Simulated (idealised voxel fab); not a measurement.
The following is a process module called voxel transistor to metal.
Shown is cross-section cut, with a width of 290 nm and square cells of size 5 nm.
If you're reading a cross-section in this doc, picture square cells in a grid; it comes to you as bands, top ones listed first down to the bottom, and a band can be one or more rows of cells.
In this notation a band is specified by the heights of its top and bottom, in that order and in nm, after which its materials appear from left to right, each paired with its width in nm. The word "throughout" attached to a single material means that material fills the band from edge to edge; the word "air" stands for empty space.
Measure heights from 0. That's the level where, below it, the as-received wafer is all one material. The lowest band is bottomless and extends downward; write it as in "top 0, no bottom".
So if you see something like "30 to 40" for the width, read it as the top row of the band sitting at the first number and the bottom row at the second, with every row in between moving by the same amount as the last.
"nothing was modified" after a step means that no cell of the cross-section changed.
So "Closed cavities" is basically the list of trapped voids: any empty space of 8 cells or more that can't reach the top through an opening. They're written width x height at distance, the distance being from the left edge, and it's all nm.
after a step's settings: what the simulator itself notes on the step
"overlay nm" answers the question of how far to the right of plan the mask lay on a step that has a mask, and when it is negative the answer is to the left.
What follows is a series of pairs. Each pair shows a cross-section before one process step and the cross-section after it, and the after view is drawn only down to the lowest band that changed. Beneath each pair is the step that lies between the two, with its settings. Pairs may come from different runs of this module on the same starting wafer, so a pair continues from the one above it only where its entry headed "Before-step section" says so.
Before-step section
	top 55, bottom 35: 30 nm lowk, then 20 nm W, then 55 nm lowk, then 20 nm W, then 40 nm lowk, then 20 nm W, then 55 nm lowk, then 20 nm W, then 30 nm lowk
	top 35, bottom 30: 30 nm lowk, then 20 nm TiN, then 55 nm lowk, then 20 nm TiN, then 40 nm lowk, then 20 nm TiN, then 55 nm lowk, then 20 nm TiN, then 30 nm lowk
	top 30, bottom 20: 30 nm SiO2, then 5 nm TiN, then 10 nm Ru, then 5 nm TiN, then 55 nm SiO2, then 5 nm TiN, then 10 nm Ru, then 5 nm TiN, then 40 nm SiO2, then 5 nm TiN, then 10 nm Ru, then 5 nm TiN, then 55 nm SiO2, then 5 nm TiN, then 10 nm Ru, then 5 nm TiN, then 30 nm SiO2
	top 20, bottom 15: 30 nm SiO2, then 5 nm TiN, then 10 nm Ru, then 5 nm TiN, then 10 nm SiN, then 5 nm HfO2, then 5 nm TiN, then 15 nm W, then 5 nm TiN, then 5 nm HfO2, then 10 nm SiN, then 5 nm TiN, then 10 nm Ru, then 5 nm TiN, then 40 nm SiO2, then 5 nm TiN, then 10 nm Ru, then 5 nm TiN, then 10 nm SiN, then 5 nm HfO2, then 5 nm TiN, then 15 nm W, then 5 nm TiN, then 5 nm HfO2, then 10 nm SiN, then 5 nm TiN, then 10 nm Ru, then 5 nm TiN, then 30 nm SiO2
	top 15, bottom 10: 30 nm SiO2, then 20 nm TiN, then 10 nm SiN, then 5 nm HfO2, then 5 nm TiN, then 15 nm W, then 5 nm TiN, then 5 nm HfO2, then 10 nm SiN, then 20 nm TiN, then 40 nm SiO2, then 20 nm TiN, then 10 nm SiN, then 5 nm HfO2, then 5 nm TiN, then 15 nm W, then 5 nm TiN, then 5 nm HfO2, then 10 nm SiN, then 20 nm TiN, then 30 nm SiO2
	top 10, bottom 5: 30 nm SiO2, then 20 nm pSi, then 10 nm SiN, then 5 nm HfO2, then 5 nm TiN, then 15 nm W, then 5 nm TiN, then 5 nm HfO2, then 10 nm SiN, then 20 nm pSi, then 40 nm SiO2, then 20 nm pSi, then 10 nm SiN, then 5 nm HfO2, then 5 nm TiN, then 15 nm W, then 5 nm TiN, then 5 nm HfO2, then 10 nm SiN, then 20 nm pSi, then 30 nm SiO2
	top 5, bottom 0: 25 nm SiO2, then 10 nm SiN, then 15 nm pSi, then 10 nm SiN, then 5 nm HfO2, then 25 nm TiN, then 5 nm HfO2, then 10 nm SiN, then 15 nm pSi, then 10 nm SiN, then 30 nm SiO2, then 10 nm SiN, then 15 nm pSi, then 10 nm SiN, then 5 nm HfO2, then 25 nm TiN, then 5 nm HfO2, then 10 nm SiN, then 15 nm pSi, then 10 nm SiN, then 25 nm SiO2
	top 0, bottom -5: 35 nm SiO2, then 15 nm pSi, then 10 nm SiO2, then 35 nm HfO2, then 10 nm SiO2, then 15 nm pSi, then 50 nm SiO2, then 15 nm pSi, then 10 nm SiO2, then 35 nm HfO2, then 10 nm SiO2, then 15 nm pSi, then 35 nm SiO2
	top -5, bottom -15: 30 nm SiO2, then 5 nm Si, then 15 nm pSi, then 55 nm Si, then 15 nm pSi, then 5 nm Si, then 40 nm SiO2, then 5 nm Si, then 15 nm pSi, then 55 nm Si, then 15 nm pSi, then 5 nm Si, then 30 nm SiO2
	top -15, bottom -40: 30 nm SiO2, then 95 nm Si, then 40 nm SiO2, then 95 nm Si, then 30 nm SiO2
	top -40, no bottom: Si throughout
	Closed cavities: none
As Processed
	top 90, bottom 55: SiO2 throughout
	Below 55, no change.
	Closed cavities: none
The step carried out between the cross-section before it and the cross-section after it, both shown above, is DIRECTIONAL_DEP (material SiO2; thk nm 35)
Before-step section: equal to the after panel directly above.
As Processed
	top 95, bottom 90: SiCN throughout
	Below 90, no change.
	Closed cavities: none
The step carried out between the cross-section before it and the cross-section after it, both shown above, is CONFORMAL_DEP (material SiCN; thk nm 5)
Before-step section: equal to the after panel directly above.
As Processed
	top 105, bottom 95: aC throughout
	Below 95, no change.
	Closed cavities: none
The step carried out between the cross-section before it and the cross-section after it, both shown above, is DIRECTIONAL_DEP (material aC; thk nm 10)
Before-step section: equal to the after panel directly above.
As Processed
	top 130, bottom 105: 30 nm resist, then 20 nm air, then 115 nm resist, then 20 nm air, then 105 nm resist
	Below 105, no change.
	Closed cavities: none
The step carried out between the cross-section before it and the cross-section after it, both shown above, is PATTERN (tone open; mask id METAL_2; material resist; width nm 20; pitch nm 135; thk nm 25; overlay nm 0)
Before-step section: equal to the after panel directly above.
As Processed
	top 120, bottom 105: 30 nm resist, then 20 nm air, then 115 nm resist, then 20 nm air, then 105 nm resist
	top 105, bottom 95: 30 nm aC, then 20 nm air, then 115 nm aC, then 20 nm air, then 105 nm aC
	Below 95, no change.
	Closed cavities: none
The step carried out between the cross-section before it and the cross-section after it, both shown above, is DIRECTIONAL_ETCH (etch materials aC; depth nm 10)
Before-step section: equal to the after panel directly above.
As Processed
	top 105, bottom 95: 30 nm aC, then 20 nm air, then 115 nm aC, then 20 nm air, then 105 nm aC
	Below 95, no change.
	Closed cavities: none
The step carried out between the cross-section before it and the cross-section after it, both shown above, is STRIP (etch materials resist)
Before-step section: equal to the after panel directly above.
As Processed
	top 105, bottom 95: 30 nm aC, then 20 nm air, then 115 nm aC, then 20 nm air, then 105 nm aC
	top 95, bottom 90: 30 nm SiCN, then 20 nm air, then 115 nm SiCN, then 20 nm air, then 105 nm SiCN
	Below 90, no change.
	Closed cavities: none
The step carried out between the cross-section before it and the cross-section after it, both shown above, is DIRECTIONAL_ETCH (etch materials SiCN; depth nm 5)
Before-step section: equal to the after panel directly above.
As Processed
	top 95, bottom 90: 30 nm SiCN, then 20 nm air, then 115 nm SiCN, then 20 nm air, then 105 nm SiCN
	Below 90, no change.
	Closed cavities: none
The step carried out between the cross-section before it and the cross-section after it, both shown above, is STRIP (etch materials aC)
Before-step section: equal to the after panel directly above.
As Processed
	top 100, bottom 95: 35 nm TiN, then 10 nm air, then 125 nm TiN, then 10 nm air, then 110 nm TiN
	top 95, bottom 90: 30 nm SiCN, then 20 nm TiN, then 115 nm SiCN, then 20 nm TiN, then 105 nm SiCN
	Below 90, no change.
	Closed cavities: none
The step carried out between the cross-section before it and the cross-section after it, both shown above, is CONFORMAL_DEP (material TiN; thk nm 5)
Before-step section: equal to the after panel directly above.
As Processed
	top 110, bottom 100: Cu throughout
	top 100, bottom 95: 35 nm TiN, then 10 nm Cu, then 125 nm TiN, then 10 nm Cu, then 110 nm TiN
	Below 95, no change.
	Closed cavities: none
The step carried out between the cross-section before it and the cross-section after it, both shown above, is FILL_DEP (material Cu; thk nm 10)
Before-step section: equal to the after panel directly above.
As Processed
	top 95, bottom 90: 30 nm SiCN, then 20 nm TiN, then 115 nm SiCN, then 20 nm TiN, then 105 nm SiCN
	Below 90, no change.
	Closed cavities: none
The step carried out between the cross-section before it and the cross-section after it, both shown above, is CMP (height nm 95)
Before-step section: equal to the after panel directly above.
As Processed
	top 100, bottom 95: SiN throughout
	Below 95, no change.
	Closed cavities: none
The step carried out between the cross-section before it and the cross-section after it, both shown above, is CONFORMAL_DEP (material SiN; thk nm 5)
Before-step section
	top 5, bottom 0: 20 nm SiO2, then 115 nm air, then 20 nm SiO2, then 115 nm air, then 20 nm SiO2
	top 0, bottom -40: 30 nm SiO2, then 95 nm Si, then 40 nm SiO2, then 95 nm Si, then 30 nm SiO2
	top -40, no bottom: Si throughout
	Closed cavities: none
As Processed
	top 5, bottom 0: 20 nm SiO2, then 115 nm air, then 20 nm SiO2, then 115 nm air, then 20 nm SiO2
	top 0, bottom -10: SiO2 throughout
	Below -10, no change.
	Closed cavities: none
The step carried out between the cross-section before it and the cross-section after it, both shown above, is OXIDIZE (depth nm 10)
Before-step section: equal to the after panel directly above.
As Processed
	top 30, bottom 25: 20 nm polySi, then 115 nm air, then 20 nm polySi, then 115 nm air, then 20 nm polySi
	top 25, bottom 5: polySi throughout
	top 5, bottom 0: 20 nm SiO2, then 115 nm polySi, then 20 nm SiO2, then 115 nm polySi, then 20 nm SiO2
	Below 0, no change.
	Closed cavities: none
The step carried out between the cross-section before it and the cross-section after it, both shown above, is DIRECTIONAL_DEP (material polySi; thk nm 25)
Before-step section: equal to the after panel directly above.
As Processed
	top 40, bottom 35: 20 nm SiCN, then 115 nm air, then 20 nm SiCN, then 115 nm air, then 20 nm SiCN
	top 35, bottom 30: SiCN throughout
	top 30, bottom 25: 20 nm polySi, then 115 nm SiCN, then 20 nm polySi, then 115 nm SiCN, then 20 nm polySi
	Below 25, no change.
	Closed cavities: none
The step carried out between the cross-section before it and the cross-section after it, both shown above, is DIRECTIONAL_DEP (material SiCN; thk nm 10)
Before-step section: equal to the after panel directly above.
As Processed
	top 35, bottom 30: 65 nm air, then 25 nm SiCN, then 110 nm air, then 25 nm SiCN, then 65 nm air
	top 30, bottom 25: 20 nm polySi, then 45 nm air, then 25 nm SiCN, then 45 nm air, then 20 nm polySi, then 45 nm air, then 25 nm SiCN, then 45 nm air, then 20 nm polySi
	Below 25, no change.
	Closed cavities: none
The step carried out between the cross-section before it and the cross-section after it, both shown above, is MASKED_ETCH (tone cover; mask id GATE; width nm 25; pitch nm 135; etch materials SiCN; depth nm 20; overlay nm 0)
Before-step section: equal to the after panel directly above.
As Processed
	top 35, bottom 25: 65 nm air, then 25 nm SiCN, then 110 nm air, then 25 nm SiCN, then 65 nm air
	top 25, bottom 5: 65 nm air, then 25 nm polySi, then 110 nm air, then 25 nm polySi, then 65 nm air
	top 5, bottom 0: 20 nm SiO2, then 45 nm air, then 25 nm polySi, then 45 nm air, then 20 nm SiO2, then 45 nm air, then 25 nm polySi, then 45 nm air, then 20 nm SiO2
	Below 0, no change.
	Closed cavities: none
The step carried out between the cross-section before it and the cross-section after it, both shown above, is MASKED_ETCH (tone cover; mask id GATE; width nm 25; pitch nm 135; etch materials polySi; depth nm 35; overlay nm 0)
Before-step section: equal to the after panel directly above.
As Processed
	top 40, bottom 35: 60 nm air, then 35 nm SiO2, then 100 nm air, then 35 nm SiO2, then 60 nm air
	top 35, bottom 25: 60 nm air, then 5 nm SiO2, then 25 nm SiCN, then 5 nm SiO2, then 100 nm air, then 5 nm SiO2, then 25 nm SiCN, then 5 nm SiO2, then 60 nm air
	top 25, bottom 10: 60 nm air, then 5 nm SiO2, then 25 nm polySi, then 5 nm SiO2, then 100 nm air, then 5 nm SiO2, then 25 nm polySi, then 5 nm SiO2, then 60 nm air
	top 10, bottom 5: 25 nm SiO2, then 35 nm air, then 5 nm SiO2, then 25 nm polySi, then 5 nm SiO2, then 35 nm air, then 30 nm SiO2, then 35 nm air, then 5 nm SiO2, then 25 nm polySi, then 5 nm SiO2, then 35 nm air, then 25 nm SiO2
	top 5, bottom 0: 65 nm SiO2, then 25 nm polySi, then 110 nm SiO2, then 25 nm polySi, then 65 nm SiO2
	Below 0, no change.
	Closed cavities: none
The step carried out between the cross-section before it and the cross-section after it, both shown above, is CONFORMAL_DEP (material SiO2; thk nm 5)
Before-step section: equal to the after panel directly above.
As Processed
	top 35, bottom 25: 60 nm air, then 5 nm SiO2, then 25 nm SiCN, then 5 nm SiO2, then 100 nm air, then 5 nm SiO2, then 25 nm SiCN, then 5 nm SiO2, then 60 nm air
	top 25, bottom 5: 60 nm air, then 5 nm SiO2, then 25 nm polySi, then 5 nm SiO2, then 100 nm air, then 5 nm SiO2, then 25 nm polySi, then 5 nm SiO2, then 60 nm air
	top 5, bottom 0: 25 nm SiO2, then 35 nm air, then 5 nm SiO2, then 25 nm polySi, then 5 nm SiO2, then 35 nm air, then 30 nm SiO2, then 35 nm air, then 5 nm SiO2, then 25 nm polySi, then 5 nm SiO2, then 35 nm air, then 25 nm SiO2
	Below 0, no change.
	Closed cavities: none
The step carried out between the cross-section before it and the cross-section after it, both shown above, is DIRECTIONAL_ETCH (etch materials SiO2; depth nm 5)
Before-step section: equal to the after panel directly above.
As Processed
	top 45, bottom 35: 50 nm air, then 55 nm SiN, then 80 nm air, then 55 nm SiN, then 50 nm air
	top 35, bottom 25: 50 nm air, then 10 nm SiN, then 5 nm SiO2, then 25 nm SiCN, then 5 nm SiO2, then 10 nm SiN, then 80 nm air, then 10 nm SiN, then 5 nm SiO2, then 25 nm SiCN, then 5 nm SiO2, then 10 nm SiN, then 50 nm air
	top 25, bottom 15: 50 nm air, then 10 nm SiN, then 5 nm SiO2, then 25 nm polySi, then 5 nm SiO2, then 10 nm SiN, then 80 nm air, then 10 nm SiN, then 5 nm SiO2, then 25 nm polySi, then 5 nm SiO2, then 10 nm SiN, then 50 nm air
	top 15, bottom 10: 35 nm SiN, then 15 nm air, then 10 nm SiN, then 5 nm SiO2, then 25 nm polySi, then 5 nm SiO2, then 10 nm SiN, then 15 nm air, then 50 nm SiN, then 15 nm air, then 10 nm SiN, then 5 nm SiO2, then 25 nm polySi, then 5 nm SiO2, then 10 nm SiN, then 15 nm air, then 35 nm SiN
	top 10, bottom 5: 60 nm SiN, then 5 nm SiO2, then 25 nm polySi, then 5 nm SiO2, then 100 nm SiN, then 5 nm SiO2, then 25 nm polySi, then 5 nm SiO2, then 60 nm SiN
	top 5, bottom 0: 25 nm SiO2, then 35 nm SiN, then 5 nm SiO2, then 25 nm polySi, then 5 nm SiO2, then 35 nm SiN, then 30 nm SiO2, then 35 nm SiN, then 5 nm SiO2, then 25 nm polySi, then 5 nm SiO2, then 35 nm SiN, then 25 nm SiO2
	Below 0, no change.
	Closed cavities: none
The step carried out between the cross-section before it and the cross-section after it, both shown above, is CONFORMAL_DEP (material SiN; thk nm 10)
Before-step section: equal to the after panel directly above.
As Processed
	top 35, bottom 25: 50 nm air, then 10 nm SiN, then 5 nm SiO2, then 25 nm SiCN, then 5 nm SiO2, then 10 nm SiN, then 80 nm air, then 10 nm SiN, then 5 nm SiO2, then 25 nm SiCN, then 5 nm SiO2, then 10 nm SiN, then 50 nm air
	top 25, bottom 5: 50 nm air, then 10 nm SiN, then 5 nm SiO2, then 25 nm polySi, then 5 nm SiO2, then 10 nm SiN, then 80 nm air, then 10 nm SiN, then 5 nm SiO2, then 25 nm polySi, then 5 nm SiO2, then 10 nm SiN, then 50 nm air
	top 5, bottom 0: 25 nm SiO2, then 10 nm SiN, then 15 nm air, then 10 nm SiN, then 5 nm SiO2, then 25 nm polySi, then 5 nm SiO2, then 10 nm SiN, then 15 nm air, then 10 nm SiN, then 30 nm SiO2, then 10 nm SiN, then 15 nm air, then 10 nm SiN, then 5 nm SiO2, then 25 nm polySi, then 5 nm SiO2, then 10 nm SiN, then 15 nm air, then 10 nm SiN, then 25 nm SiO2
	Below 0, no change.
	Closed cavities: none
The step carried out between the cross-section before it and the cross-section after it, both shown above, is DIRECTIONAL_ETCH (etch materials SiN; depth nm 10)
Before-step section: equal to the after panel directly above.
As Processed
	top 35, bottom 30: 50 nm air, then 10 nm SiN, then 5 nm air, then 25 nm SiCN, then 5 nm air, then 10 nm SiN, then 80 nm air, then 10 nm SiN, then 5 nm air, then 25 nm SiCN, then 5 nm air, then 10 nm SiN, then 50 nm air
	top 30, bottom 25: 50 nm air, then 10 nm SiN, then 5 nm SiO2, then 25 nm SiCN, then 5 nm SiO2, then 10 nm SiN, then 80 nm air, then 10 nm SiN, then 5 nm SiO2, then 25 nm SiCN, then 5 nm SiO2, then 10 nm SiN, then 50 nm air
	top 25, bottom 5: 50 nm air, then 10 nm SiN, then 5 nm SiO2, then 25 nm polySi, then 5 nm SiO2, then 10 nm SiN, then 80 nm air, then 10 nm SiN, then 5 nm SiO2, then 25 nm polySi, then 5 nm SiO2, then 10 nm SiN, then 50 nm air
	top 5, bottom 0: 25 nm air, then 10 nm SiN, then 15 nm air, then 10 nm SiN, then 5 nm SiO2, then 25 nm polySi, then 5 nm SiO2, then 10 nm SiN, then 15 nm air, then 10 nm SiN, then 30 nm air, then 10 nm SiN, then 15 nm air, then 10 nm SiN, then 5 nm SiO2, then 25 nm polySi, then 5 nm SiO2, then 10 nm SiN, then 15 nm air, then 10 nm SiN, then 25 nm air
	top 0, bottom -5: 35 nm SiO2, then 15 nm air, then 55 nm SiO2, then 15 nm air, then 50 nm SiO2, then 15 nm air, then 55 nm SiO2, then 15 nm air, then 35 nm SiO2
	Below -5, no change.
	Closed cavities: none
The step carried out between the cross-section before it and the cross-section after it, both shown above, is DIRECTIONAL_ETCH (etch materials SiO2; depth nm 5)
Before-step section: equal to the after panel directly above.
As Processed
	top 45, bottom 35: SiO2 throughout
	top 35, bottom 25: 50 nm SiO2, then 10 nm SiN, then 5 nm SiO2, then 25 nm SiCN, then 5 nm SiO2, then 10 nm SiN, then 80 nm SiO2, then 10 nm SiN, then 5 nm SiO2, then 25 nm SiCN, then 5 nm SiO2, then 10 nm SiN, then 50 nm SiO2
	top 25, bottom 5: 50 nm SiO2, then 10 nm SiN, then 5 nm SiO2, then 25 nm polySi, then 5 nm SiO2, then 10 nm SiN, then 80 nm SiO2, then 10 nm SiN, then 5 nm SiO2, then 25 nm polySi, then 5 nm SiO2, then 10 nm SiN, then 50 nm SiO2
	top 5, bottom 0: 25 nm SiO2, then 10 nm SiN, then 15 nm SiO2, then 10 nm SiN, then 5 nm SiO2, then 25 nm polySi, then 5 nm SiO2, then 10 nm SiN, then 15 nm SiO2, then 10 nm SiN, then 30 nm SiO2, then 10 nm SiN, then 15 nm SiO2, then 10 nm SiN, then 5 nm SiO2, then 25 nm polySi, then 5 nm SiO2, then 10 nm SiN, then 15 nm SiO2, then 10 nm SiN, then 25 nm SiO2
	top 0, bottom -10: SiO2 throughout
	Below -10, no change.
	Closed cavities: none
The step carried out between the cross-section before it and the cross-section after it, both shown above, is FILL_DEP (material SiO2; thk nm 10)
Before-step section: equal to the after panel directly above.
As Processed
	top 25, bottom 5: 50 nm SiO2, then 10 nm SiN, then 5 nm SiO2, then 25 nm polySi, then 5 nm SiO2, then 10 nm SiN, then 80 nm SiO2, then 10 nm SiN, then 5 nm SiO2, then 25 nm polySi, then 5 nm SiO2, then 10 nm SiN, then 50 nm SiO2
	Below 5, no change.
	Closed cavities: none
The step carried out between the cross-section before it and the cross-section after it, both shown above, is CMP (height nm 25)
Before-step section: equal to the after panel directly above.
As Processed
	top 25, bottom 5: 50 nm SiO2, then 10 nm SiN, then 5 nm SiO2, then 25 nm air, then 5 nm SiO2, then 10 nm SiN, then 80 nm SiO2, then 10 nm SiN, then 5 nm SiO2, then 25 nm air, then 5 nm SiO2, then 10 nm SiN, then 50 nm SiO2
	top 5, bottom 0: 25 nm SiO2, then 10 nm SiN, then 15 nm SiO2, then 10 nm SiN, then 5 nm SiO2, then 25 nm air, then 5 nm SiO2, then 10 nm SiN, then 15 nm SiO2, then 10 nm SiN, then 30 nm SiO2, then 10 nm SiN, then 15 nm SiO2, then 10 nm SiN, then 5 nm SiO2, then 25 nm air, then 5 nm SiO2, then 10 nm SiN, then 15 nm SiO2, then 10 nm SiN, then 25 nm SiO2
	Below 0, no change.
	Closed cavities: none
The step carried out between the cross-section before it and the cross-section after it, both shown above, is STRIP (etch materials polySi)
Before-step section: equal to the after panel directly above.
As Processed
	top 25, bottom 20: 50 nm air, then 10 nm SiN, then 35 nm air, then 10 nm SiN, then 80 nm air, then 10 nm SiN, then 35 nm air, then 10 nm SiN, then 50 nm air
	top 20, bottom 5: 50 nm SiO2, then 10 nm SiN, then 35 nm air, then 10 nm SiN, then 80 nm SiO2, then 10 nm SiN, then 35 nm air, then 10 nm SiN, then 50 nm SiO2
	top 5, bottom 0: 25 nm SiO2, then 10 nm SiN, then 15 nm SiO2, then 10 nm SiN, then 35 nm air, then 10 nm SiN, then 15 nm SiO2, then 10 nm SiN, then 30 nm SiO2, then 10 nm SiN, then 15 nm SiO2, then 10 nm SiN, then 35 nm air, then 10 nm SiN, then 15 nm SiO2, then 10 nm SiN, then 25 nm SiO2
	top 0, bottom -5: 60 nm SiO2, then 35 nm air, then 100 nm SiO2, then 35 nm air, then 60 nm SiO2
	Below -5, no change.
	Closed cavities: none
The step carried out between the cross-section before it and the cross-section after it, both shown above, is SELECTIVE_ETCH (etch materials SiO2; depth nm 5)
Before-step section: equal to the after panel directly above.
As Processed
	top 30, bottom 25: 45 nm air, then 20 nm HfO2, then 25 nm air, then 20 nm HfO2, then 70 nm air, then 20 nm HfO2, then 25 nm air, then 20 nm HfO2, then 45 nm air
	top 25, bottom 20: 50 nm HfO2, then 10 nm SiN, then 5 nm HfO2, then 25 nm air, then 5 nm HfO2, then 10 nm SiN, then 80 nm HfO2, then 10 nm SiN, then 5 nm HfO2, then 25 nm air, then 5 nm HfO2, then 10 nm SiN, then 50 nm HfO2
	top 20, bottom 5: 50 nm SiO2, then 10 nm SiN, then 5 nm HfO2, then 25 nm air, then 5 nm HfO2, then 10 nm SiN, then 80 nm SiO2, then 10 nm SiN, then 5 nm HfO2, then 25 nm air, then 5 nm HfO2, then 10 nm SiN, then 50 nm SiO2
	top 5, bottom 0: 25 nm SiO2, then 10 nm SiN, then 15 nm SiO2, then 10 nm SiN, then 5 nm HfO2, then 25 nm air, then 5 nm HfO2, then 10 nm SiN, then 15 nm SiO2, then 10 nm SiN, then 30 nm SiO2, then 10 nm SiN, then 15 nm SiO2, then 10 nm SiN, then 5 nm HfO2, then 25 nm air, then 5 nm HfO2, then 10 nm SiN, then 15 nm SiO2, then 10 nm SiN, then 25 nm SiO2
	top 0, bottom -5: 60 nm SiO2, then 35 nm HfO2, then 100 nm SiO2, then 35 nm HfO2, then 60 nm SiO2
	Below -5, no change.
	Closed cavities: none
The step carried out between the cross-section before it and the cross-section after it, both shown above, is CONFORMAL_DEP (material HfO2; thk nm 5)
Before-step section: equal to the after panel directly above.
As Processed
	top 35, bottom 30: 40 nm air, then 30 nm TiN, then 15 nm air, then 30 nm TiN, then 60 nm air, then 30 nm TiN, then 15 nm air, then 30 nm TiN, then 40 nm air
	top 30, bottom 25: 45 nm TiN, then 20 nm HfO2, then 5 nm TiN, then 15 nm air, then 5 nm TiN, then 20 nm HfO2, then 70 nm TiN, then 20 nm HfO2, then 5 nm TiN, then 15 nm air, then 5 nm TiN, then 20 nm HfO2, then 45 nm TiN
	top 25, bottom 20: 50 nm HfO2, then 10 nm SiN, then 5 nm HfO2, then 5 nm TiN, then 15 nm air, then 5 nm TiN, then 5 nm HfO2, then 10 nm SiN, then 80 nm HfO2, then 10 nm SiN, then 5 nm HfO2, then 5 nm TiN, then 15 nm air, then 5 nm TiN, then 5 nm HfO2, then 10 nm SiN, then 50 nm HfO2
	top 20, bottom 5: 50 nm SiO2, then 10 nm SiN, then 5 nm HfO2, then 5 nm TiN, then 15 nm air, then 5 nm TiN, then 5 nm HfO2, then 10 nm SiN, then 80 nm SiO2, then 10 nm SiN, then 5 nm HfO2, then 5 nm TiN, then 15 nm air, then 5 nm TiN, then 5 nm HfO2, then 10 nm SiN, then 50 nm SiO2
	top 5, bottom 0: 25 nm SiO2, then 10 nm SiN, then 15 nm SiO2, then 10 nm SiN, then 5 nm HfO2, then 25 nm TiN, then 5 nm HfO2, then 10 nm SiN, then 15 nm SiO2, then 10 nm SiN, then 30 nm SiO2, then 10 nm SiN, then 15 nm SiO2, then 10 nm SiN, then 5 nm HfO2, then 25 nm TiN, then 5 nm HfO2, then 10 nm SiN, then 15 nm SiO2, then 10 nm SiN, then 25 nm SiO2
	Below 0, no change.
	Closed cavities: none
The step carried out between the cross-section before it and the cross-section after it, both shown above, is CONFORMAL_DEP (material TiN; thk nm 5)
Before-step section: equal to the after panel directly above.
As Processed
	top 45, bottom 35: W throughout
	top 35, bottom 30: 40 nm W, then 30 nm TiN, then 15 nm W, then 30 nm TiN, then 60 nm W, then 30 nm TiN, then 15 nm W, then 30 nm TiN, then 40 nm W
	top 30, bottom 25: 45 nm TiN, then 20 nm HfO2, then 5 nm TiN, then 15 nm W, then 5 nm TiN, then 20 nm HfO2, then 70 nm TiN, then 20 nm HfO2, then 5 nm TiN, then 15 nm W, then 5 nm TiN, then 20 nm HfO2, then 45 nm TiN
	top 25, bottom 20: 50 nm HfO2, then 10 nm SiN, then 5 nm HfO2, then 5 nm TiN, then 15 nm W, then 5 nm TiN, then 5 nm HfO2, then 10 nm SiN, then 80 nm HfO2, then 10 nm SiN, then 5 nm HfO2, then 5 nm TiN, then 15 nm W, then 5 nm TiN, then 5 nm HfO2, then 10 nm SiN, then 50 nm HfO2
	top 20, bottom 5: 50 nm SiO2, then 10 nm SiN, then 5 nm HfO2, then 5 nm TiN, then 15 nm W, then 5 nm TiN, then 5 nm HfO2, then 10 nm SiN, then 80 nm SiO2, then 10 nm SiN, then 5 nm HfO2, then 5 nm TiN, then 15 nm W, then 5 nm TiN, then 5 nm HfO2, then 10 nm SiN, then 50 nm SiO2
	Below 5, no change.
	Closed cavities: none
The step carried out between the cross-section before it and the cross-section after it, both shown above, is FILL_DEP (material W; thk nm 10)
Before-step section: equal to the after panel directly above.
As Processed
	top 20, bottom 5: 50 nm SiO2, then 10 nm SiN, then 5 nm HfO2, then 5 nm TiN, then 15 nm W, then 5 nm TiN, then 5 nm HfO2, then 10 nm SiN, then 80 nm SiO2, then 10 nm SiN, then 5 nm HfO2, then 5 nm TiN, then 15 nm W, then 5 nm TiN, then 5 nm HfO2, then 10 nm SiN, then 50 nm SiO2
	Below 5, no change.
	Closed cavities: none
The step carried out between the cross-section before it and the cross-section after it, both shown above, is CMP (height nm 20)
Before-step section: equal to the after panel directly above.
As Processed
	top 30, bottom 20: SiO2 throughout
	Below 20, no change.
	Closed cavities: none
The step carried out between the cross-section before it and the cross-section after it, both shown above, is DIRECTIONAL_DEP (material SiO2; thk nm 10)
Before-step section: equal to the after panel directly above.
As Processed
	top 45, bottom 30: aC throughout
	Below 30, no change.
	Closed cavities: none
The step carried out between the cross-section before it and the cross-section after it, both shown above, is DIRECTIONAL_DEP (material aC; thk nm 15)
Before-step section: equal to the after panel directly above.
As Processed
	top 80, bottom 45: 30 nm resist, then 20 nm air, then 55 nm resist, then 20 nm air, then 40 nm resist, then 20 nm air, then 55 nm resist, then 20 nm air, then 30 nm resist
	Below 45, no change.
	Closed cavities: none
The step carried out between the cross-section before it and the cross-section after it, both shown above, is PATTERN (tone open; mask id CONTACT; material resist; width nm 20; thk nm 35; overlay nm 0)
Before-step section: equal to the after panel directly above.
As Processed
	top 65, bottom 45: 30 nm resist, then 20 nm air, then 55 nm resist, then 20 nm air, then 40 nm resist, then 20 nm air, then 55 nm resist, then 20 nm air, then 30 nm resist
	top 45, bottom 30: 30 nm aC, then 20 nm air, then 55 nm aC, then 20 nm air, then 40 nm aC, then 20 nm air, then 55 nm aC, then 20 nm air, then 30 nm aC
	Below 30, no change.
	Closed cavities: none
The step carried out between the cross-section before it and the cross-section after it, both shown above, is DIRECTIONAL_ETCH (etch materials aC; depth nm 15)
Before-step section: equal to the after panel directly above.
As Processed
	top 45, bottom 30: 30 nm aC, then 20 nm air, then 55 nm aC, then 20 nm air, then 40 nm aC, then 20 nm air, then 55 nm aC, then 20 nm air, then 30 nm aC
	Below 30, no change.
	Closed cavities: none
The step carried out between the cross-section before it and the cross-section after it, both shown above, is STRIP (etch materials resist)
Before-step section: equal to the after panel directly above.
As Processed
	top 45, bottom 30: 30 nm aC, then 20 nm air, then 55 nm aC, then 20 nm air, then 40 nm aC, then 20 nm air, then 55 nm aC, then 20 nm air, then 30 nm aC
	top 30, bottom 20: 30 nm SiO2, then 20 nm air, then 55 nm SiO2, then 20 nm air, then 40 nm SiO2, then 20 nm air, then 55 nm SiO2, then 20 nm air, then 30 nm SiO2
	top 20, bottom 10: 30 nm SiO2, then 20 nm air, then 10 nm SiN, then 5 nm HfO2, then 5 nm TiN, then 15 nm W, then 5 nm TiN, then 5 nm HfO2, then 10 nm SiN, then 20 nm air, then 40 nm SiO2, then 20 nm air, then 10 nm SiN, then 5 nm HfO2, then 5 nm TiN, then 15 nm W, then 5 nm TiN, then 5 nm HfO2, then 10 nm SiN, then 20 nm air, then 30 nm SiO2
	Below 10, no change.
	Closed cavities: none
The step carried out between the cross-section before it and the cross-section after it, both shown above, is DIRECTIONAL_ETCH (etch materials SiO2; depth nm 20)
Before-step section: equal to the after panel directly above.
As Processed
	top 30, bottom 20: 30 nm SiO2, then 20 nm air, then 55 nm SiO2, then 20 nm air, then 40 nm SiO2, then 20 nm air, then 55 nm SiO2, then 20 nm air, then 30 nm SiO2
	Below 20, no change.
	Closed cavities: none
The step carried out between the cross-section before it and the cross-section after it, both shown above, is STRIP (etch materials aC)
